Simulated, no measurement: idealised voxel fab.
process module | voxel gate over fins
cross-section cut | 215 nm wide | cells 5 nm
A cross-section is a grid of square cells, given in bands from the top down. A band is one or more rows of cells.
Each band's line starts with the height of the band's top and of its bottom, in nm. Then come its materials from left to right, each with its width in nm. One material with "throughout" fills the band from edge to edge. "air" is empty space.
Height 0 is the level under which the wafer as received is all one material. The lowest band goes on downwards, as in "0 down".
A width such as "30 to 40" changes by the same amount from each row of cells to the next, from the band's top row to its bottom row.
"no change" after a step means that no cell of the cross-section changed.
closed voids: empty space of 8 cells or more with no open way to the top, each as width x height at its distance from the left edge, in nm
after a step's settings: what the simulator itself notes on the step
overlay nm, on a step with a mask: how far to the right of its planned place the mask lay; to the left if negative
plan
1 op RECEIVE | material Si
2 op CONFORMAL_DEP | material SiN | thk nm 5
3 op MASKED_ETCH | tone cover | mask id FINS | width nm 15 | pitch nm 60 | etch materials SiN | depth nm 5 | overlay nm 0
4 op MASKED_ETCH | tone cover | mask id FINS | width nm 15 | pitch nm 60 | etch materials Si | depth nm 30 | overlay nm 0
5 op FILL_DEP | material SiO2 | thk nm 5
6 op CMP | height nm 5
7 op MASKED_ETCH | tone open | mask id RAIL | width nm 15 | etch materials SiO2 | depth nm 30 | overlay nm 0
8 op CONFORMAL_DEP | material TiN | thk nm 5
9 op FILL_DEP | material W | thk nm 5
10 op CMP | height nm 5
11 op SELECTIVE_ETCH | etch materials W Ru TiN | depth nm 25
12 op FILL_DEP | material SiO2 | thk nm 5
13 op CMP | height nm 5
14 op SELECTIVE_ETCH | etch materials SiO2 | depth nm 15
15 op STRIP | etch materials SiN
16 op CONFORMAL_DEP | material HfO2 | thk nm 5
17 op CONFORMAL_DEP | material TiN | thk nm 5
18 op CONFORMAL_DEP | material TiAl | thk nm 5
19 op CONFORMAL_DEP | material TiN | thk nm 5
20 op FILL_DEP | material W | thk nm 10
21 op CMP | height nm 25
22 op CONFORMAL_DEP | material SiN | thk nm 5
first wafer, as planned
as received, after step 1
  0 down: Si throughout
  closed voids: none
after step 2
  5 to 0: SiN throughout
  below 0: unchanged
after step 3
  5 to 0: air 70 | SiN 15 | air 45 | SiN 15 | air 70
  below 0: unchanged
after step 4
  5 to 0: air 70 | SiN 15 | air 45 | SiN 15 | air 70
  0 to -30: air 70 | Si 15 | air 45 | Si 15 | air 70
  below -30: unchanged
after step 5
  10 to 5: SiO2 throughout
  5 to 0: SiO2 70 | SiN 15 | SiO2 45 | SiN 15 | SiO2 70
  0 to -30: SiO2 70 | Si 15 | SiO2 45 | Si 15 | SiO2 70
  below -30: unchanged
after step 6
  5 to 0: SiO2 70 | SiN 15 | SiO2 45 | SiN 15 | SiO2 70
  below 0: unchanged
after step 7
  5 to 0: SiO2 70 | SiN 15 | SiO2 15 | air 15 | SiO2 15 | SiN 15 | SiO2 70
  0 to -25: SiO2 70 | Si 15 | SiO2 15 | air 15 | SiO2 15 | Si 15 | SiO2 70
  below -25: unchanged
after step 8
  10 to 5: TiN 105 | air 5 | TiN 105
  5 to 0: SiO2 70 | SiN 15 | SiO2 15 | TiN 5 | air 5 | TiN 5 | SiO2 15 | SiN 15 | SiO2 70
  0 to -20: SiO2 70 | Si 15 | SiO2 15 | TiN 5 | air 5 | TiN 5 | SiO2 15 | Si 15 | SiO2 70
  -20 to -25: SiO2 70 | Si 15 | SiO2 15 | TiN 15 | SiO2 15 | Si 15 | SiO2 70
  below -25: unchanged
after step 9
  15 to 10: W throughout
  10 to 5: TiN 105 | W 5 | TiN 105
  5 to 0: SiO2 70 | SiN 15 | SiO2 15 | TiN 5 | W 5 | TiN 5 | SiO2 15 | SiN 15 | SiO2 70
  0 to -20: SiO2 70 | Si 15 | SiO2 15 | TiN 5 | W 5 | TiN 5 | SiO2 15 | Si 15 | SiO2 70
  below -20: unchanged
after step 10
  5 to 0: SiO2 70 | SiN 15 | SiO2 15 | TiN 5 | W 5 | TiN 5 | SiO2 15 | SiN 15 | SiO2 70
  below 0: unchanged
after step 11
  5 to 0: SiO2 70 | SiN 15 | SiO2 15 | air 15 | SiO2 15 | SiN 15 | SiO2 70
  0 to -20: SiO2 70 | Si 15 | SiO2 15 | air 15 | SiO2 15 | Si 15 | SiO2 70
  below -20: unchanged
after step 12
  10 to 5: SiO2 throughout
  5 to 0: SiO2 70 | SiN 15 | SiO2 45 | SiN 15 | SiO2 70
  0 to -20: SiO2 70 | Si 15 | SiO2 45 | Si 15 | SiO2 70
  below -20: unchanged
after step 13
  5 to 0: SiO2 70 | SiN 15 | SiO2 45 | SiN 15 | SiO2 70
  below 0: unchanged
after step 14
  5 to 0: air 70 | SiN 15 | air 45 | SiN 15 | air 70
  0 to -10: air 70 | Si 15 | air 45 | Si 15 | air 70
  below -10: unchanged
after step 15
  0 to -10: air 70 | Si 15 | air 45 | Si 15 | air 70
  below -10: unchanged
after step 16
  5 to 0: air 65 | HfO2 25 | air 35 | HfO2 25 | air 65
  0 to -5: air 65 | HfO2 5 | Si 15 | HfO2 5 | air 35 | HfO2 5 | Si 15 | HfO2 5 | air 65
  -5 to -10: HfO2 70 | Si 15 | HfO2 45 | Si 15 | HfO2 70
  below -10: unchanged
after step 17
  10 to 5: air 60 | TiN 35 | air 25 | TiN 35 | air 60
  5 to 0: air 60 | TiN 5 | HfO2 25 | TiN 5 | air 25 | TiN 5 | HfO2 25 | TiN 5 | air 60
  0 to -5: TiN 65 | HfO2 5 | Si 15 | HfO2 5 | TiN 35 | HfO2 5 | Si 15 | HfO2 5 | TiN 65
  below -5: unchanged
after step 18
  15 to 10: air 55 | TiAl 45 | air 15 | TiAl 45 | air 55
  10 to 5: air 55 | TiAl 5 | TiN 35 | TiAl 5 | air 15 | TiAl 5 | TiN 35 | TiAl 5 | air 55
  5 to 0: TiAl 60 | TiN 5 | HfO2 25 | TiN 5 | TiAl 25 | TiN 5 | HfO2 25 | TiN 5 | TiAl 60
  below 0: unchanged
after step 19
  20 to 15: air 50 | TiN 55 | air 5 | TiN 55 | air 50
  15 to 10: air 50 | TiN 5 | TiAl 45 | TiN 5 | air 5 | TiN 5 | TiAl 45 | TiN 5 | air 50
  10 to 5: TiN 55 | TiAl 5 | TiN 35 | TiAl 5 | TiN 15 | TiAl 5 | TiN 35 | TiAl 5 | TiN 55
  below 5: unchanged
after step 20
  30 to 20: W throughout
  20 to 15: W 50 | TiN 55 | W 5 | TiN 55 | W 50
  15 to 10: W 50 | TiN 5 | TiAl 45 | TiN 5 | W 5 | TiN 5 | TiAl 45 | TiN 5 | W 50
  below 10: unchanged
after step 21
  25 to 20: W throughout
  below 20: unchanged
after step 22
  30 to 25: SiN throughout
  below 25: unchanged
second wafer: like start, like plan, one mistake. Through step 16 it matches the first wafer
when step 17 should have ended: no change
when step 18 should have ended
  10 to 5: air 60 | TiAl 35 | air 25 | TiAl 35 | air 60
  5 to 0: air 60 | TiAl 5 | HfO2 25 | TiAl 5 | air 25 | TiAl 5 | HfO2 25 | TiAl 5 | air 60
  0 to -5: TiAl 65 | HfO2 5 | Si 15 | HfO2 5 | TiAl 35 | HfO2 5 | Si 15 | HfO2 5 | TiAl 65
  below -5: unchanged
when step 19 should have ended
  15 to 10: air 55 | TiN 45 | air 15 | TiN 45 | air 55
  10 to 5: air 55 | TiN 5 | TiAl 35 | TiN 5 | air 15 | TiN 5 | TiAl 35 | TiN 5 | air 55
  5 to 0: TiN 60 | TiAl 5 | HfO2 25 | TiAl 5 | TiN 25 | TiAl 5 | HfO2 25 | TiAl 5 | TiN 60
  below 0: unchanged
when step 20 should have ended
  25 to 15: W throughout
  15 to 10: W 55 | TiN 45 | W 15 | TiN 45 | W 55
  10 to 5: W 55 | TiN 5 | TiAl 35 | TiN 5 | W 15 | TiN 5 | TiAl 35 | TiN 5 | W 55
  below 5: unchanged
when step 21 should have ended: no change
when step 22 should have ended
  30 to 25: SiN throughout
  below 25: unchanged
what went wrong: step 17 was left out
at the end the second wafer has, in cells: 51 fewer of TiN | 51 more of W
